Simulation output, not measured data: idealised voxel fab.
process module | voxel capacitor over wiring
cross-section cut | 225 nm wide | cells 5 nm
A cross-section is a grid of square cells, given in bands from the top down. A band is one or more rows of cells.
Each band's line starts with the height of the band's top and of its bottom, in nm. Then come its materials from left to right, each with its width in nm. One material with "throughout" fills the band from edge to edge. "air" is empty space.
Height 0 is the level under which the wafer as received is all one material. The lowest band goes on downwards, as in "0 down".
A width such as "30 to 40" changes by the same amount from each row of cells to the next, from the band's top row to its bottom row.
"no change" after a step means that no cell of the cross-section changed.
closed voids: empty space of 8 cells or more with no open way to the top, each as width x height at its distance from the left edge, in nm
after a step's settings: what the simulator itself notes on the step
overlay nm, on a step with a mask: how far to the right of its planned place the mask lay; to the left if negative
plan
1 op RECEIVE | material Si
2 op CONFORMAL_DEP | material SiO2 | thk nm 15
3 op DIRECTIONAL_DEP | material TiN | thk nm 5
4 op DIRECTIONAL_DEP | material W | thk nm 15
5 op DIRECTIONAL_DEP | material aC | thk nm 10
6 op PATTERN | tone cover | mask id METAL_1 | material resist | width nm 30 | pitch nm 95 | thk nm 30 | overlay nm 0
7 op DIRECTIONAL_ETCH | etch materials aC | depth nm 10
8 op STRIP | etch materials resist
9 op DIRECTIONAL_ETCH | etch materials W | depth nm 15
10 op DIRECTIONAL_ETCH | etch materials TiN | depth nm 5
11 op STRIP | etch materials aC
12 op CONFORMAL_DEP | material SiN | thk nm 5
13 op FILL_DEP | material lowk | thk nm 10
14 op CMP | height nm 35
15 op CONFORMAL_DEP | material SiCN | thk nm 5
16 op DIRECTIONAL_DEP | material SiO2 | thk nm 20
17 op PATTERN | tone open | mask id PLUG_1 | material resist | width nm 15 | thk nm 20 | overlay nm 0
18 op DIRECTIONAL_ETCH | etch materials SiO2 | depth nm 20
19 op DIRECTIONAL_ETCH | etch materials SiCN | depth nm 5
20 op STRIP | etch materials resist
21 op EPI | material Ru | thk nm 10
22 op EPI | material Ru | thk nm 10
23 op EPI | material Ru | thk nm 5
24 op DIRECTIONAL_DEP | material TiN | thk nm 5
25 op DIRECTIONAL_DEP | material Al2O3 | thk nm 5
26 op DIRECTIONAL_DEP | material TiN | thk nm 10
27 op PATTERN | tone cover | mask id UPPER_PLATE | material resist | width nm 70 | thk nm 20 | overlay nm 0
28 op DIRECTIONAL_ETCH | etch materials TiN | depth nm 10
29 op DIRECTIONAL_ETCH | etch materials Al2O3 | depth nm 5
30 op STRIP | etch materials resist
31 op PATTERN | tone cover | mask id LOWER_PLATE | material resist | width nm 80 | thk nm 15 | overlay nm 0
32 op DIRECTIONAL_ETCH | etch materials TiN | depth nm 5
33 op STRIP | etch materials resist
34 op FILL_DEP | material SiO2 | thk nm 20
35 op CMP | height nm 95
36 op MASKED_ETCH | tone open | mask id PLUG_2 | width nm 15 | etch materials SiO2 | depth nm 15 | overlay nm 0
37 op CONFORMAL_DEP | material TiN | thk nm 5
38 op FILL_DEP | material W | thk nm 10
39 op CMP | height nm 95
40 op CONFORMAL_DEP | material SiCN | thk nm 5
varied across the wafers: width nm of step 36. The plan shows the first wafer's value. All wafers start alike
first wafer as received, after step 1
  0 down: Si throughout
  closed voids: none
each wafer at the end: cells of each material gained (+) or lost (-) since it was received, then its closed voids
width nm 15 | +14 Al2O3 | +15 Ru | +87 SiCN | +45 SiN | +551 SiO2 | +63 TiN | +38 W | +87 lowk | closed voids: none
width nm 20 | +14 Al2O3 | +15 Ru | +87 SiCN | +45 SiN | +548 SiO2 | +64 TiN | +40 W | +87 lowk | closed voids: none
width nm 25 | +14 Al2O3 | +15 Ru | +87 SiCN | +45 SiN | +545 SiO2 | +65 TiN | +42 W | +87 lowk | closed voids: none
width nm 30 | +14 Al2O3 | +15 Ru | +87 SiCN | +45 SiN | +542 SiO2 | +66 TiN | +44 W | +87 lowk | closed voids: none
